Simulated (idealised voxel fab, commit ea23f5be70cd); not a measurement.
process module | voxel wiring stack
cross-section cut | 205 nm wide | cells 5 nm
A cross-section is a grid of square cells, given in bands from the top down. A band is one or more rows of cells.
Each band's line starts with the height of the band's top and of its bottom, in nm. Then come its materials from left to right, each with its width in nm. One material with "throughout" fills the band from edge to edge. "air" is empty space.
Height 0 is the level under which the wafer as received is all one material. The lowest band goes on downwards, as in "0 down".
A width such as "30 to 40" changes by the same amount from each row of cells to the next, from the band's top row to its bottom row.
"no change" after a step means that no cell of the cross-section changed.
closed voids: empty space of 8 cells or more with no open way to the top, each as width x height at its distance from the left edge, in nm
after a step's settings: what the simulator itself notes on the step
overlay nm, on a step with a mask: how far to the right of its planned place the mask lay; to the left if negative
plan
1 op RECEIVE | material Si
2 op CONFORMAL_DEP | material SiO2 | thk nm 10
3 op CONFORMAL_DEP | material SiN | thk nm 5
4 op DIRECTIONAL_DEP | material SiO2 | thk nm 20
5 op DIRECTIONAL_DEP | material aC | thk nm 15
6 op PATTERN | tone open | mask id METAL_1 | material resist | width nm 25 | pitch nm 50 | thk nm 35 | overlay nm 0
7 op DIRECTIONAL_ETCH | etch materials aC | depth nm 15
8 op STRIP | etch materials resist
9 op DIRECTIONAL_ETCH | etch materials SiO2 | depth nm 20
10 op DIRECTIONAL_ETCH | etch materials SiN | depth nm 5
11 op STRIP | etch materials aC
12 op CONFORMAL_DEP | material TiN | thk nm 5
13 op FILL_DEP | material W | thk nm 5
14 op CMP | height nm 35
15 op EPI | material Ru | thk nm 5
16 op FILL_DEP | material SiCN | thk nm 5
17 op DIRECTIONAL_DEP | material lowk | thk nm 35
18 op MASKED_ETCH | tone open | mask id METAL_2_HOLES | width nm 15 | pitch nm 50 | etch materials lowk | depth nm 35 | overlay nm 0
19 op MASKED_ETCH | tone open | mask id METAL_2 | width nm 25 | pitch nm 50 | etch materials lowk | depth nm 20 | overlay nm 0
20 op MASKED_ETCH | tone open | mask id METAL_2 | width nm 25 | pitch nm 50 | etch materials SiCN | depth nm 5 | overlay nm 0
21 op CONFORMAL_DEP | material TiN | thk nm 5
22 op FILL_DEP | material Cu | thk nm 10
23 op CMP | height nm 80
24 op CONFORMAL_DEP | material SiCN | thk nm 5
25 op DIRECTIONAL_DEP | material SiO2 | thk nm 30
26 op PATTERN | tone open | mask id METAL_3_HOLES | material resist | width nm 15 | pitch nm 50 | thk nm 15 | overlay nm 0
27 op DIRECTIONAL_ETCH | etch materials SiO2 | depth nm 30
28 op STRIP | etch materials resist
29 op DIRECTIONAL_DEP | material aC | thk nm 15
30 op PATTERN | tone open | mask id METAL_3 | material resist | width nm 25 | pitch nm 50 | thk nm 35 | overlay nm 0
31 op DIRECTIONAL_ETCH | etch materials aC | depth nm 15
32 op STRIP | etch materials resist
33 op DIRECTIONAL_ETCH | etch materials SiO2 | depth nm 20
34 op DIRECTIONAL_ETCH | etch materials SiCN | depth nm 5
35 op STRIP | etch materials aC
36 op CONFORMAL_DEP | material TiN | thk nm 5
37 op FILL_DEP | material Ru | thk nm 10
38 op CMP | height nm 115
39 op CONFORMAL_DEP | material SiCN | thk nm 5
as received, after step 1
  0 down: Si throughout
  closed voids: none
first wafer at the end, as planned
  120 to 115: SiCN throughout
  115 to 100: SiO2 40 | TiN 5 | Ru 15 | TiN 5 | SiO2 25 | TiN 5 | Ru 15 | TiN 5 | SiO2 25 | TiN 5 | Ru 15 | TiN 5 | SiO2 40
  100 to 95: SiO2 40 | TiN 5 | Ru 5 | TiN 15 | SiO2 25 | TiN 5 | Ru 5 | TiN 15 | SiO2 25 | TiN 5 | Ru 5 | TiN 15 | SiO2 40
  95 to 85: SiO2 40 | TiN 5 | Ru 5 | TiN 5 | SiO2 35 | TiN 5 | Ru 5 | TiN 5 | SiO2 35 | TiN 5 | Ru 5 | TiN 5 | SiO2 50
  85 to 80: SiCN 40 | TiN 15 | SiCN 35 | TiN 15 | SiCN 35 | TiN 15 | SiCN 50
  80 to 65: lowk 40 | TiN 5 | Cu 15 | TiN 5 | lowk 25 | TiN 5 | Cu 15 | TiN 5 | lowk 25 | TiN 5 | Cu 15 | TiN 5 | lowk 40
  65 to 60: lowk 40 | TiN 5 | Cu 5 | TiN 15 | lowk 25 | TiN 5 | Cu 5 | TiN 15 | lowk 25 | TiN 5 | Cu 5 | TiN 15 | lowk 40
  60 to 45: lowk 40 | TiN 5 | Cu 5 | TiN 5 | lowk 35 | TiN 5 | Cu 5 | TiN 5 | lowk 35 | TiN 5 | Cu 5 | TiN 5 | lowk 50
  45 to 40: SiCN 40 | TiN 15 | SiCN 35 | TiN 15 | SiCN 35 | TiN 15 | SiCN 50
  40 to 35: SiCN 35 | Ru 35 | SiCN 15 | Ru 35 | SiCN 15 | Ru 35 | SiCN 35
  35 to 15: SiO2 40 | TiN 5 | W 15 | TiN 5 | SiO2 25 | TiN 5 | W 15 | TiN 5 | SiO2 25 | TiN 5 | W 15 | TiN 5 | SiO2 40
  15 to 10: SiN 40 | TiN 25 | SiN 25 | TiN 25 | SiN 25 | TiN 25 | SiN 40
  10 to 0: SiO2 throughout
  0 down: Si throughout
  closed voids: none
second wafer at the end: like start, like plan, one mistake
  120 to 115: SiCN throughout
  115 to 100: SiO2 40 | TiN 5 | Ru 15 | TiN 5 | SiO2 25 | TiN 5 | Ru 15 | TiN 5 | SiO2 25 | TiN 5 | Ru 15 | TiN 5 | SiO2 40
  100 to 95: SiO2 40 | TiN 5 | Ru 5 | TiN 15 | SiO2 25 | TiN 5 | Ru 5 | TiN 15 | SiO2 25 | TiN 5 | Ru 5 | TiN 15 | SiO2 40
  95 to 85: SiO2 40 | TiN 5 | Ru 5 | TiN 5 | SiO2 35 | TiN 5 | Ru 5 | TiN 5 | SiO2 35 | TiN 5 | Ru 5 | TiN 5 | SiO2 50
  85 to 80: SiCN 40 | TiN 15 | SiCN 35 | TiN 15 | SiCN 35 | TiN 15 | SiCN 50
  80 to 75: Cu 30 | TiN 15 | Cu 15 | TiN 15 | Cu 5 | TiN 15 | Cu 15 | TiN 15 | Cu 5 | TiN 15 | Cu 15 | TiN 15 | Cu 30
  75 to 70: TiN 35 | lowk 5 | TiN 5 | Cu 15 | TiN 5 | lowk 5 | TiN 15 | lowk 5 | TiN 5 | Cu 15 | TiN 5 | lowk 5 | TiN 15 | lowk 5 | TiN 5 | Cu 15 | TiN 5 | lowk 5 | TiN 35
  70 to 60: lowk 40 | TiN 5 | Cu 15 | TiN 5 | lowk 25 | TiN 5 | Cu 15 | TiN 5 | lowk 25 | TiN 5 | Cu 15 | TiN 5 | lowk 40
  60 to 55: lowk 40 | TiN 5 | Cu 5 | TiN 15 | lowk 25 | TiN 5 | Cu 5 | TiN 15 | lowk 25 | TiN 5 | Cu 5 | TiN 15 | lowk 40
  55 to 45: lowk 40 | TiN 5 | Cu 5 | TiN 5 | lowk 35 | TiN 5 | Cu 5 | TiN 5 | lowk 35 | TiN 5 | Cu 5 | TiN 5 | lowk 50
  45 to 40: lowk 40 | TiN 15 | lowk 35 | TiN 15 | lowk 35 | TiN 15 | lowk 50
  40 to 35: lowk 35 | Ru 35 | lowk 15 | Ru 35 | lowk 15 | Ru 35 | lowk 35
  35 to 15: SiO2 40 | TiN 5 | W 15 | TiN 5 | SiO2 25 | TiN 5 | W 15 | TiN 5 | SiO2 25 | TiN 5 | W 15 | TiN 5 | SiO2 40
  15 to 10: SiN 40 | TiN 25 | SiN 25 | TiN 25 | SiN 25 | TiN 25 | SiN 40
  10 to 0: SiO2 throughout
  0 down: Si throughout
  closed voids: none
what went wrong: step 16 was left out
at the end the second wafer has, in cells: 20 more of Cu | 52 fewer of SiCN | 32 more of TiN
